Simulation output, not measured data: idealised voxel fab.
process module | voxel transistor to metal
300 nm wide, 5 nm square cells: that's cross-section cut.
Notation: cross-section as square-cell grid; stated in bands, top first, going down; one or more cell rows per band.
In this notation a band is specified by the heights of its top and bottom, in that order and in nm, after which its materials appear from left to right, each paired with its width in nm. The word "edge to edge" attached to a single material means that material fills the band from edge to edge; the word "blank" stands for empty space.
Measure heights from 0. That's the level where, below it, the as-received wafer is all one material. The lowest band is bottomless and extends downward; write it as in "0 -> down".
The width entry "30..40" should be interpreted row by row: the top row of cells in the band takes the first number, the bottom row takes the second number, and the change between adjacent rows is uniform throughout.
You'll sometimes find "nothing different" written for a step, and that's the way of saying that nowhere in the cross-section did a cell change during that step.
Listed in "Sealed void listing": every empty space of 8 or more cells without an open way to the top. Form: width x height at distance, the distance being from the left edge, all in nm.
What comes after the settings on a step's line is commentary from the simulator itself on that step.
Regarding "overlay nm": on a step with a mask, it is the distance the mask lay to the right of its planned place; a negative value places it to the left.

-- Intended process steps
1: RECEIVE [material Si]
2: CONFORMAL_DEP [material SiO2] [thk nm 5]
3: CONFORMAL_DEP [material SiN] [thk nm 10]
4: DIRECTIONAL_DEP [material aC] [thk nm 15]
5: PATTERN [tone cover] [mask id ACTIVE] [material resist] [width nm 120] [pitch nm 140] [thk nm 30] [overlay nm 0]
6: DIRECTIONAL_ETCH [etch materials aC] [depth nm 15]
7: STRIP [etch materials resist]
8: DIRECTIONAL_ETCH [etch materials SiN] [depth nm 10]
9: DIRECTIONAL_ETCH [etch materials SiO2] [depth nm 5]
10: DIRECTIONAL_ETCH [etch materials Si] [depth nm 20]
11: STRIP [etch materials aC]
12: OXIDIZE [depth nm 5]
13: FILL_DEP [material SiO2] [thk nm 10]
14: CMP [height nm 15]
15: SELECTIVE_ETCH [etch materials SiO2] [depth nm 10]
16: STRIP [etch materials SiN]
17: SELECTIVE_ETCH [etch materials SiO2] [depth nm 5]
18: OXIDIZE [depth nm 5]
19: DIRECTIONAL_DEP [material polySi] [thk nm 25]
20: DIRECTIONAL_DEP [material SiCN] [thk nm 15]
21: PATTERN [tone cover] [mask id GATE] [material resist] [width nm 30] [pitch nm 140] [thk nm 15] [overlay nm 0]
22: DIRECTIONAL_ETCH [etch materials SiCN] [depth nm 25]
23: DIRECTIONAL_ETCH [etch materials polySi] [depth nm 35]
24: STRIP [etch materials resist]
25: CONFORMAL_DEP [material SiN] [thk nm 5]
26: DIRECTIONAL_ETCH [etch materials SiN] [depth nm 5]
27: DIRECTIONAL_ETCH [etch materials SiO2] [depth nm 5]
28: DIRECTIONAL_ETCH [etch materials Si] [depth nm 5]
29: EPI [material nSi] [thk nm 10]
30: FILL_DEP [material SiO2] [thk nm 10]
31: CMP [height nm 25]
32: STRIP [etch materials polySi]
33: SELECTIVE_ETCH [etch materials SiO2] [depth nm 5]
34: CONFORMAL_DEP [material HfO2] [thk nm 5]
35: CONFORMAL_DEP [material TiN] [thk nm 5]
36: FILL_DEP [material W] [thk nm 10]
37: CMP [height nm 20]
38: DIRECTIONAL_DEP [material SiO2] [thk nm 10]
39: DIRECTIONAL_DEP [material aC] [thk nm 10]
40: PATTERN [tone open] [mask id CONTACT] [material resist] [width nm 20] [thk nm 30] [overlay nm 0]
41: DIRECTIONAL_ETCH [etch materials aC] [depth nm 10]
42: STRIP [etch materials resist]
43: DIRECTIONAL_ETCH [etch materials SiO2] [depth nm 30]
44: STRIP [etch materials aC]
45: CONFORMAL_DEP [material TiN] [thk nm 5]
46: FILL_DEP [material W] [thk nm 10]
47: CMP [height nm 30]
48: CONFORMAL_DEP [material SiN] [thk nm 5]
49: DIRECTIONAL_DEP [material SiO2] [thk nm 15]
50: PATTERN [tone open] [mask id METAL_1] [material resist] [width nm 20] [thk nm 15] [overlay nm 0]
51: DIRECTIONAL_ETCH [etch materials SiO2] [depth nm 15]
52: DIRECTIONAL_ETCH [etch materials SiN] [depth nm 5]
53: STRIP [etch materials resist]
54: CONFORMAL_DEP [material TiN] [thk nm 5]
55: FILL_DEP [material Ru] [thk nm 5]
56: CMP [height nm 50]
57: EPI [material Ru] [thk nm 5]
58: FILL_DEP [material SiCN] [thk nm 5]
59: DIRECTIONAL_DEP [material SiO2] [thk nm 30]
60: DIRECTIONAL_DEP [material aC] [thk nm 10]
61: PATTERN [tone open] [mask id METAL_2] [material resist] [width nm 20] [pitch nm 140] [thk nm 30] [overlay nm 0]
62: DIRECTIONAL_ETCH [etch materials aC] [depth nm 10]
63: STRIP [etch materials resist]
64: DIRECTIONAL_ETCH [etch materials SiO2] [depth nm 15]
65: STRIP [etch materials aC]
66: MASKED_ETCH [tone open] [mask id METAL_2_HOLES] [width nm 15] [pitch nm 140] [etch materials SiO2] [depth nm 15] [overlay nm 0]
67: MASKED_ETCH [tone open] [mask id METAL_2_HOLES] [width nm 15] [pitch nm 140] [etch materials SiCN] [depth nm 5] [overlay nm 0]
68: CONFORMAL_DEP [material TiN] [thk nm 5]
69: FILL_DEP [material Cu] [thk nm 5]
70: CMP [height nm 90]
71: CONFORMAL_DEP [material SiN] [thk nm 5]

-- Here's what the wafer looked like in cross-section when it arrived - that's after step 1
> 0 -> down: Si edge to edge
> Sealed void listing: none

-- First of two wafers at the end of the module, shown in cross-section; run carried out as planned
> 95 -> 90: SiN edge to edge
> 90 -> 80: SiO2: 30, TiN: 5, Cu: 10, TiN: 5, SiO2: 120, TiN: 5, Cu: 10, TiN: 5, SiO2: 110
> 80 -> 75: SiO2: 30, TiN: 5, Cu: 5, TiN: 10, SiO2: 120, TiN: 5, Cu: 5, TiN: 10, SiO2: 110
> 75 -> 60: SiO2: 30, TiN: 5, Cu: 5, TiN: 5, SiO2: 125, TiN: 5, Cu: 5, TiN: 5, SiO2: 115
> 60 -> 55: SiCN: 30, TiN: 15, SiCN: 125, TiN: 15, SiCN: 115
> 55 -> 50: SiCN: 25, Ru: 30, SiCN: 50, Ru: 30, SiCN: 30, Ru: 30, SiCN: 50, Ru: 30, SiCN: 25
> 50 -> 35: SiO2: 30, TiN: 5, Ru: 10, TiN: 5, SiO2: 60, TiN: 5, Ru: 10, TiN: 5, SiO2: 40, TiN: 5, Ru: 10, TiN: 5, SiO2: 60, TiN: 5, Ru: 10, TiN: 5, SiO2: 30
> 35 -> 30: SiN: 30, TiN: 20, SiN: 60, TiN: 20, SiN: 40, TiN: 20, SiN: 60, TiN: 20, SiN: 30
> 30 -> 20: SiO2: 30, TiN: 5, W: 10, TiN: 5, SiO2: 60, TiN: 5, W: 10, TiN: 5, SiO2: 40, TiN: 5, W: 10, TiN: 5, SiO2: 60, TiN: 5, W: 10, TiN: 5, SiO2: 30
> 20 -> 5: SiO2: 30, TiN: 5, W: 10, TiN: 5, SiO2: 10, SiN: 5, HfO2: 5, TiN: 5, W: 10, TiN: 5, HfO2: 5, SiN: 5, SiO2: 10, TiN: 5, W: 10, TiN: 5, SiO2: 40, TiN: 5, W: 10, TiN: 5, SiO2: 10, SiN: 5, HfO2: 5, TiN: 5, W: 10, TiN: 5, HfO2: 5, SiN: 5, SiO2: 10, TiN: 5, W: 10, TiN: 5, SiO2: 30
> 5 -> 0: SiO2: 30, TiN: 20, nSi: 10, SiN: 5, HfO2: 5, TiN: 20, HfO2: 5, SiN: 5, nSi: 10, TiN: 20, SiO2: 40, TiN: 20, nSi: 10, SiN: 5, HfO2: 5, TiN: 20, HfO2: 5, SiN: 5, nSi: 10, TiN: 20, SiO2: 30
> 0 -> -5: SiO2: 20, nSi: 40, HfO2: 40, nSi: 40, SiO2: 20, nSi: 40, HfO2: 40, nSi: 40, SiO2: 20
> -5 -> -10: SiO2: 25, nSi: 35, Si: 40, nSi: 35, SiO2: 30, nSi: 35, Si: 40, nSi: 35, SiO2: 25
> -10 -> -25: SiO2: 25, Si: 110, SiO2: 30, Si: 110, SiO2: 25
> -25 -> down: Si edge to edge
> Sealed void listing: none

-- Same start, same plan as the first wafer - but one mistake in the run. Cross-section of the second of the two at the end of the module
> 95 -> 90: SiN edge to edge
> 90 -> 80: SiO2: 30, TiN: 5, Cu: 10, TiN: 5, SiO2: 120, TiN: 5, Cu: 10, TiN: 5, SiO2: 110
> 80 -> 75: SiO2: 30, TiN: 5, Cu: 5, TiN: 10, SiO2: 120, TiN: 5, Cu: 5, TiN: 10, SiO2: 110
> 75 -> 60: SiO2: 30, TiN: 5, Cu: 5, TiN: 5, SiO2: 125, TiN: 5, Cu: 5, TiN: 5, SiO2: 115
> 60 -> 55: SiCN: 30, TiN: 15, SiCN: 125, TiN: 15, SiCN: 115
> 55 -> 50: SiCN: 25, Ru: 30, SiCN: 50, Ru: 30, SiCN: 30, Ru: 30, SiCN: 50, Ru: 30, SiCN: 25
> 50 -> 35: SiO2: 30, TiN: 5, Ru: 10, TiN: 5, SiO2: 60, TiN: 5, Ru: 10, TiN: 5, SiO2: 40, TiN: 5, Ru: 10, TiN: 5, SiO2: 60, TiN: 5, Ru: 10, TiN: 5, SiO2: 30
> 35 -> 30: SiN: 30, TiN: 20, SiN: 60, TiN: 20, SiN: 40, TiN: 20, SiN: 60, TiN: 20, SiN: 30
> 30 -> 20: SiO2: 30, TiN: 5, W: 10, TiN: 5, SiO2: 60, TiN: 5, W: 10, TiN: 5, SiO2: 40, TiN: 5, W: 10, TiN: 5, SiO2: 60, TiN: 5, W: 10, TiN: 5, SiO2: 30
> 20 -> 5: SiO2: 30, TiN: 5, W: 10, TiN: 5, SiO2: 10, SiN: 5, HfO2: 5, TiN: 5, W: 10, TiN: 5, HfO2: 5, SiN: 5, SiO2: 10, TiN: 5, W: 10, TiN: 5, SiO2: 40, TiN: 5, W: 10, TiN: 5, SiO2: 10, SiN: 5, HfO2: 5, TiN: 5, W: 10, TiN: 5, HfO2: 5, SiN: 5, SiO2: 10, TiN: 5, W: 10, TiN: 5, SiO2: 30
> 5 -> 0: SiO2: 30, TiN: 20, SiO2: 10, SiN: 5, HfO2: 5, TiN: 20, HfO2: 5, SiN: 5, SiO2: 10, TiN: 20, SiO2: 40, TiN: 20, SiO2: 10, SiN: 5, HfO2: 5, TiN: 20, HfO2: 5, SiN: 5, SiO2: 10, TiN: 20, SiO2: 30
> 0 -> -5: nSi: 20, SiO2: 40, HfO2: 40, SiO2: 40, nSi: 20, SiO2: 40, HfO2: 40, SiO2: 40, nSi: 20
> -5 -> -10: nSi: 15, SiO2: 130, nSi: 10, SiO2: 130, nSi: 15
> -10 -> -25: Si: 15, SiO2: 130, Si: 10, SiO2: 130, Si: 15
> -25 -> down: Si edge to edge
> Sealed void listing: none
Where did the run depart from the plan? planned and actual differ for step 5; actual: PATTERN [tone open] [mask id ACTIVE] [material resist] [width nm 120] [pitch nm 140] [thk nm 30] [overlay nm 0]
Counted in cells at the end, the second wafer holds more or fewer of these materials than the first: -124 Si; +172 SiO2; -48 nSi
